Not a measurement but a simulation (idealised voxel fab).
You're looking at the process module voxel transistor to metal.
The figure presents cross-section cut, which has a width of 300 nm and is divided into square cells with an edge length of 5 nm.
A cross-section is written here as square cells arranged in a grid, and it is given in bands from the top down, each band taking up one or more rows of cells. For a band, the entry starts with two heights in nm, that of the top and then that of the bottom, and carries on with the band's materials in order from left to right, each alongside its width in nm; the word "edge to edge" beside a single material means it fills the band edge to edge, and "air" means empty space. Heads up on the height convention: 0 is the point under which the incoming wafer is all one material, and the lowest band has no bottom, it just keeps going down, like "0..down". Width "30..40": first value at the band's top row of cells, second value at its bottom row, equal change from row to row. Key: "changes: none" - step with no changed cell in the cross-section. Listed in "Cavities, closed": every empty space of 8 or more cells without an open way to the top. Form: width x height at distance, the distance being from the left edge, all in nm. Note: text after step settings on the step line = simulator remark on that step. overlay nm: for a step with a mask, the amount by which the mask lay right of where it was planned; a negative amount means left of it.

The process steps that were planned are listed below
1,RECEIVE | material Si
2,OXIDIZE | depth nm 5
3,CONFORMAL_DEP | material SiN | thk nm 15
4,PATTERN | tone cover | mask id ACTIVE | material resist | width nm 90 | pitch nm 110 | thk nm 20 | overlay nm 0
5,DIRECTIONAL_ETCH | etch materials SiN | depth nm 15
6,DIRECTIONAL_ETCH | etch materials SiO2 | depth nm 5
7,DIRECTIONAL_ETCH | etch materials Si | depth nm 30
8,STRIP | etch materials resist
9,OXIDIZE | depth nm 5
10,FILL_DEP | material SiO2 | thk nm 10
11,CMP | height nm 15
12,SELECTIVE_ETCH | etch materials SiO2 | depth nm 5
13,STRIP | etch materials SiN
14,SELECTIVE_ETCH | etch materials SiO2 | depth nm 5
15,OXIDIZE | depth nm 5
16,DIRECTIONAL_DEP | material polySi | thk nm 30
17,DIRECTIONAL_DEP | material SiCN | thk nm 10
18,MASKED_ETCH | tone cover | mask id GATE | width nm 20 | pitch nm 110 | etch materials SiCN | depth nm 20 | overlay nm 0
19,MASKED_ETCH | tone cover | mask id GATE | width nm 20 | pitch nm 110 | etch materials polySi | depth nm 40 | overlay nm 0
20,CONFORMAL_DEP | material SiO2 | thk nm 5
21,DIRECTIONAL_ETCH | etch materials SiO2 | depth nm 5
22,CONFORMAL_DEP | material SiN | thk nm 5
23,DIRECTIONAL_ETCH | etch materials SiN | depth nm 5
24,DIRECTIONAL_ETCH | etch materials SiO2 | depth nm 5
25,DIRECTIONAL_ETCH | etch materials Si | depth nm 15
26,EPI | material SiGe | thk nm 15
27,FILL_DEP | material SiO2 | thk nm 5
28,CMP | height nm 35
29,DIRECTIONAL_DEP | material SiO2 | thk nm 10
30,DIRECTIONAL_DEP | material aC | thk nm 15
31,PATTERN | tone open | mask id CONTACT | material resist | width nm 15 | thk nm 35 | overlay nm 0
32,DIRECTIONAL_ETCH | etch materials aC | depth nm 15
33,STRIP | etch materials resist
34,DIRECTIONAL_ETCH | etch materials SiO2 | depth nm 55
35,STRIP | etch materials aC
36,CONFORMAL_DEP | material TiN | thk nm 5
37,FILL_DEP | material W | thk nm 5
38,CMP | height nm 45
39,DIRECTIONAL_DEP | material TiN | thk nm 5
40,DIRECTIONAL_DEP | material Ru | thk nm 20
41,PATTERN | tone cover | mask id METAL_1 | material resist | width nm 15 | thk nm 15 | overlay nm 0
42,DIRECTIONAL_ETCH | etch materials Ru | depth nm 20
43,DIRECTIONAL_ETCH | etch materials TiN | depth nm 5
44,STRIP | etch materials resist
45,CONFORMAL_DEP | material SiN | thk nm 5
46,FILL_DEP | material SiO2 | thk nm 10
47,CMP | height nm 70
48,CONFORMAL_DEP | material SiCN | thk nm 5

Cross-section of the incoming wafer, state after step 1
    0..down | Si edge to edge
    Cavities, closed: none

The module was run from the start shown above using the plan shown above, but one mistake was made doing it; the resulting wafer cross-section is below
    75..70 | SiCN edge to edge
    70..50 | SiO2 (50)  SiN (5)  Ru (15)  SiN (5)  SiO2 (40)  SiN (5)  Ru (15)  SiN (5)  SiO2 (20)  SiN (5)  Ru (15)  SiN (5)  SiO2 (40)  SiN (5)  Ru (15)  SiN (5)  SiO2 (50)
    50..45 | SiN (55)  TiN (15)  SiN (50)  TiN (15)  SiN (30)  TiN (15)  SiN (50)  TiN (15)  SiN (55)
    45..35 | SiO2 (55)  TiN (5)  SiN (5)  TiN (5)  SiO2 (50)  TiN (5)  SiN (5)  TiN (5)  SiO2 (30)  TiN (5)  SiN (5)  TiN (5)  SiO2 (50)  TiN (5)  SiN (5)  TiN (5)  SiO2 (55)
    35..25 | SiO2 (55)  TiN (5)  SiN (5)  TiN (5)  SiO2 (5)  SiN (5)  SiO2 (5)  SiCN (20)  SiO2 (5)  SiN (5)  SiO2 (5)  TiN (5)  SiN (5)  TiN (5)  SiO2 (30)  TiN (5)  SiN (5)  TiN (5)  SiO2 (5)  SiN (5)  SiO2 (5)  SiCN (20)  SiO2 (5)  SiN (5)  SiO2 (5)  TiN (5)  SiN (5)  TiN (5)  SiO2 (55)
    25..10 | SiO2 (55)  TiN (5)  SiN (5)  TiN (5)  SiO2 (5)  SiN (5)  SiO2 (5)  polySi (20)  SiO2 (5)  SiN (5)  SiO2 (5)  TiN (5)  SiN (5)  TiN (5)  SiO2 (30)  TiN (5)  SiN (5)  TiN (5)  SiO2 (5)  SiN (5)  SiO2 (5)  polySi (20)  SiO2 (5)  SiN (5)  SiO2 (5)  TiN (5)  SiN (5)  TiN (5)  SiO2 (55)
    10..5 | SiO2 (55)  TiN (15)  SiO2 (5)  SiN (5)  SiO2 (5)  polySi (20)  SiO2 (5)  SiN (5)  SiO2 (5)  TiN (15)  SiO2 (30)  TiN (15)  SiO2 (5)  SiN (5)  SiO2 (5)  polySi (20)  SiO2 (5)  SiN (5)  SiO2 (5)  TiN (15)  SiO2 (55)
    5..-5 | SiO2 (50)  SiN (5)  TiN (5)  SiGe (15)  SiN (5)  SiO2 (5)  polySi (20)  SiO2 (5)  SiN (5)  SiGe (15)  TiN (5)  SiN (5)  SiO2 (20)  SiN (5)  TiN (5)  SiGe (15)  SiN (5)  SiO2 (5)  polySi (20)  SiO2 (5)  SiN (5)  SiGe (15)  TiN (5)  SiN (5)  SiO2 (50)
    -5..-10 | SiO2 (55)  TiN (5)  SiGe (15)  SiO2 (40)  SiGe (15)  TiN (5)  SiO2 (30)  TiN (5)  SiGe (15)  SiO2 (40)  SiGe (15)  TiN (5)  SiO2 (55)
    -10..-25 | SiO2 (55)  SiGe (20)  Si (40)  SiGe (20)  SiO2 (30)  SiGe (20)  Si (40)  SiGe (20)  SiO2 (55)
    -25..-40 | SiO2 (55)  Si (80)  SiO2 (30)  Si (80)  SiO2 (55)
    -40..down | Si edge to edge
    Cavities, closed: none
Deviation noted in wafer processing: it should be noted that step 37 was executed with settings other than those planned, the operation and settings actually applied being FILL_DEP | material SiN | thk nm 5
